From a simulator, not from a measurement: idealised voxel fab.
Documented hereafter: the process module known as voxel capacitor over wiring.
Cross-section cut spans 190 nm and uses square cells 5 nm in size.
Think of the cross-section as a grid of square cells. We describe it in bands, top to bottom, and each band covers one or more rows of those cells.
First you get the band's top height and its bottom height, in nm, and then the materials it's made of, left to right, with each width in nm. If you see a single material with "throughout", that one covers the band edge to edge. "blank" is empty space.
Heights are expressed relative to 0, this being the level below which the as-received wafer comprises one material exclusively. The lowest band is unbounded in the downward direction and is denoted as in "from 0 down".
The two numbers in a width such as "30->40" mark its ends across the band: the first belongs to the top row of cells, the second to the bottom row, and from each row to the next the width moves by the same amount.
Take "remained unchanged" at face value: in the step it is given for, the cross-section changed in none of its cells.
The entry titled "Closed void table" provides the empty spaces that have no open way to the top, restricted to those of 8 cells or more. Each is presented as width x height at distance, the distance being measured from the left edge, with all three in nm.
On a step's line, text after the settings is the simulator commenting on that step.
overlay nm: right-of-plan distance of the mask on a masked step; negative values mean left-of-plan.
### Process steps (planned)
1) RECEIVE: material Si
2) CONFORMAL_DEP: material SiO2, thk nm 10
3) DIRECTIONAL_DEP: material TiN, thk nm 5
4) DIRECTIONAL_DEP: material W, thk nm 15
5) DIRECTIONAL_DEP: material aC, thk nm 10
6) PATTERN: tone cover, mask id METAL_1, material resist, width nm 30, pitch nm 100, thk nm 25, overlay nm 0
7) DIRECTIONAL_ETCH: etch materials aC, depth nm 10
8) STRIP: etch materials resist
9) DIRECTIONAL_ETCH: etch materials W, depth nm 15
10) DIRECTIONAL_ETCH: etch materials TiN, depth nm 5
11) STRIP: etch materials aC
12) FILL_DEP: material SiO2, thk nm 10
13) CMP: height nm 30
14) CONFORMAL_DEP: material SiCN, thk nm 5
15) DIRECTIONAL_DEP: material SiO2, thk nm 20
16) PATTERN: tone open, mask id PLUG_1, material resist, width nm 15, thk nm 15, overlay nm 0
17) DIRECTIONAL_ETCH: etch materials SiO2, depth nm 20
18) DIRECTIONAL_ETCH: etch materials SiCN, depth nm 5
19) STRIP: etch materials resist
20) EPI: material Ru, thk nm 10
21) EPI: material Ru, thk nm 10
22) EPI: material Ru, thk nm 5
23) DIRECTIONAL_DEP: material TiN, thk nm 5
24) DIRECTIONAL_DEP: material HfO2, thk nm 5
25) DIRECTIONAL_DEP: material TiN, thk nm 10
26) DIRECTIONAL_DEP: material aC, thk nm 10
27) PATTERN: tone cover, mask id UPPER_PLATE, material resist, width nm 75, thk nm 30, overlay nm 0
28) DIRECTIONAL_ETCH: etch materials aC, depth nm 10
29) STRIP: etch materials resist
30) DIRECTIONAL_ETCH: etch materials TiN, depth nm 10
31) DIRECTIONAL_ETCH: etch materials HfO2, depth nm 5
32) STRIP: etch materials aC
33) DIRECTIONAL_DEP: material aC, thk nm 10
34) PATTERN: tone cover, mask id LOWER_PLATE, material resist, width nm 85, thk nm 25, overlay nm 0
35) DIRECTIONAL_ETCH: etch materials aC, depth nm 10
36) STRIP: etch materials resist
37) DIRECTIONAL_ETCH: etch materials TiN, depth nm 5
38) STRIP: etch materials aC
39) FILL_DEP: material SiO2, thk nm 15
40) CMP: height nm 85
41) DIRECTIONAL_DEP: material aC, thk nm 15
42) PATTERN: tone open, mask id PLUG_2, material resist, width nm 15, thk nm 35, overlay nm 0
43) DIRECTIONAL_ETCH: etch materials aC, depth nm 15
44) STRIP: etch materials resist
45) DIRECTIONAL_ETCH: etch materials SiO2, depth nm 10
46) STRIP: etch materials aC
47) CONFORMAL_DEP: material TiN, thk nm 5
48) FILL_DEP: material Ru, thk nm 5
49) CMP: height nm 85
50) CONFORMAL_DEP: material SiN, thk nm 5
### Cross-section of the wafer at receipt, which is the condition after step 1
> from 0 down = Si throughout
> Closed void table: none
### First of two wafers, end-of-module section, run followed plan
> from 90 to 85 = SiN throughout
> from 85 to 80 = SiO2 55, then TiN 5, then Ru 5, then TiN 5, then SiO2 120
> from 80 to 75 = SiO2 55, then TiN 15, then SiO2 120
> from 75 to 65 = SiO2 45, then TiN 75, then SiO2 70
> from 65 to 60 = SiO2 45, then HfO2 75, then SiO2 70
> from 60 to 55 = SiO2 40, then TiN 85, then SiO2 65
> from 55 to 35 = SiO2 45, then Ru 15, then SiO2 130
> from 35 to 30 = SiCN 45, then Ru 15, then SiCN 130
> from 30 to 15 = SiO2 30, then W 30, then SiO2 70, then W 30, then SiO2 30
> from 15 to 10 = SiO2 30, then TiN 30, then SiO2 70, then TiN 30, then SiO2 30
> from 10 to 0 = SiO2 throughout
> from 0 down = Si throughout
> Closed void table: none
### This is the second of the two wafers, cross-sectioned at the end of the module; it started exactly like the first and was given the same plan, but it was run with one mistake
> from 90 to 85 = SiN throughout
> from 85 to 80 = Ru throughout
> from 80 to 65 = Ru 40, then TiN 85, then Ru 65
> from 65 to 60 = Ru 35, then TiN 10, then HfO2 75, then TiN 10, then Ru 60
> from 60 to 55 = TiN throughout
> from 55 to 35 = SiO2 45, then Ru 15, then SiO2 130
> from 35 to 30 = SiCN 45, then Ru 15, then SiCN 130
> from 30 to 15 = SiO2 30, then W 30, then SiO2 70, then W 30, then SiO2 30
> from 15 to 10 = SiO2 30, then TiN 30, then SiO2 70, then TiN 30, then SiO2 30
> from 10 to 0 = SiO2 throughout
> from 0 down = Si throughout
> Closed void table: none
Nonconformance to the process plan: step 39 went in with a setting other than planned; the actual run was FILL_DEP: material aC, thk nm 15
The closing comparison, in cells, has the second wafer with more or fewer of some materials than the first: 119 more of Ru, 160 fewer of SiO2, 41 more of TiN
